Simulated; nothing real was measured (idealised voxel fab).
The following process module bears the name voxel self aligned vias.
The figure presents cross-section cut, which has a width of 280 nm and is divided into square cells with an edge length of 5 nm.
When this document writes out a cross-section, it uses a grid of square cells and lists it as bands, beginning at the top and moving down, with a band standing for one or more rows of cells.
In this notation a band is specified by the heights of its top and bottom, in that order and in nm, after which its materials appear from left to right, each paired with its width in nm. The word "everywhere" attached to a single material means that material fills the band from edge to edge; the word "air" stands for empty space.
Heights are measured from 0, the level below which the as-received wafer is all one material; the lowest band has no bottom and continues downward, written as in "0 and below".
Note: "30->40" means the width goes from the first number (top row of the band) to the second number (bottom row) in equal steps per row of cells.
It should be understood that the words "nothing changed", when stated for a given step, signify that the cross-section underwent no change in any of its cells during that step.
So "Entrapped voids" is basically the list of trapped voids: any empty space of 8 cells or more that can't reach the top through an opening. They're written width x height at distance, the distance being from the left edge, and it's all nm.
Heads up: the bit after the settings on a step's line is the simulator's remark on that step.
Among the settings permitted on a step's line is "overlay nm"; applied to a step with a mask, it specifies the extent to which the mask lay to the right of its planned position, whereas a negative figure signifies a position to the left.
[Below is the list of planned process steps]
1 RECEIVE | material Si
2 CONFORMAL_DEP | material SiO2 | thk nm 10
3 CONFORMAL_DEP | material SiCN | thk nm 5
4 DIRECTIONAL_DEP | material lowk | thk nm 20
5 MASKED_ETCH | tone open | mask id LINES | width nm 20 | pitch nm 65 | etch materials lowk | depth nm 20 | overlay nm 0
6 CONFORMAL_DEP | material TiN | thk nm 5
7 FILL_DEP | material W | thk nm 10
8 CMP | height nm 35
9 SELECTIVE_ETCH | etch materials W Ru TiN | depth nm 5
10 FILL_DEP | material SiN | thk nm 10
11 CMP | height nm 35
12 DIRECTIONAL_DEP | material lowk | thk nm 20
13 PATTERN | tone open | mask id VIAS | material resist | width nm 40 | thk nm 15 | overlay nm 0
14 DIRECTIONAL_ETCH | etch materials lowk | depth nm 20
15 DIRECTIONAL_ETCH | etch materials SiN | depth nm 5
16 STRIP | etch materials resist
17 CONFORMAL_DEP | material TiN | thk nm 5
18 FILL_DEP | material Ru | thk nm 5
19 CMP | height nm 55
20 CONFORMAL_DEP | material SiN | thk nm 5
[Wafer as received: cross-section following step 1]
- 0 and below | Si everywhere
- Entrapped voids: none
[Wafer cross-section at module end: first of two, run to plan]
- 60 down to 55 | SiN everywhere
- 55 down to 40 | lowk (85)  TiN (5)  Ru (30)  TiN (5)  lowk (155)
- 40 down to 35 | lowk (85)  TiN (15)  Ru (10)  TiN (15)  lowk (155)
- 35 down to 30 | lowk (95)  TiN (20)  lowk (45)  SiN (20)  lowk (100)
- 30 down to 20 | lowk (95)  TiN (5)  W (10)  TiN (5)  lowk (45)  TiN (5)  W (10)  TiN (5)  lowk (100)
- 20 down to 15 | lowk (95)  TiN (20)  lowk (45)  TiN (20)  lowk (100)
- 15 down to 10 | SiCN everywhere
- 10 down to 0 | SiO2 everywhere
- 0 and below | Si everywhere
- Entrapped voids: none
[Here's the second of our two wafers sectioned at module end. Same start as the first, same plan, but one mistake got made running it]
- 60 down to 55 | SiN everywhere
- 55 down to 50 | TiN (90)  Ru (30)  TiN (160)
- 50 down to 35 | lowk (85)  TiN (5)  Ru (30)  TiN (5)  lowk (155)
- 35 down to 30 | lowk (85)  TiN (40)  lowk (155)
- 30 down to 20 | lowk (95)  TiN (5)  W (10)  TiN (5)  lowk (45)  TiN (5)  W (10)  TiN (5)  lowk (100)
- 20 down to 15 | lowk (95)  TiN (20)  lowk (45)  TiN (20)  lowk (100)
- 15 down to 10 | SiCN everywhere
- 10 down to 0 | SiO2 everywhere
- 0 and below | Si everywhere
- Entrapped voids: none
Short version of what went wrong: heads up, step 11 didn't go per plan, it actually ran as CMP | height nm 30
Wafer comparison, final, in cells, second relative to first, materials more or fewer: Ru +4 | SiN -4 | TiN +48 | lowk -48
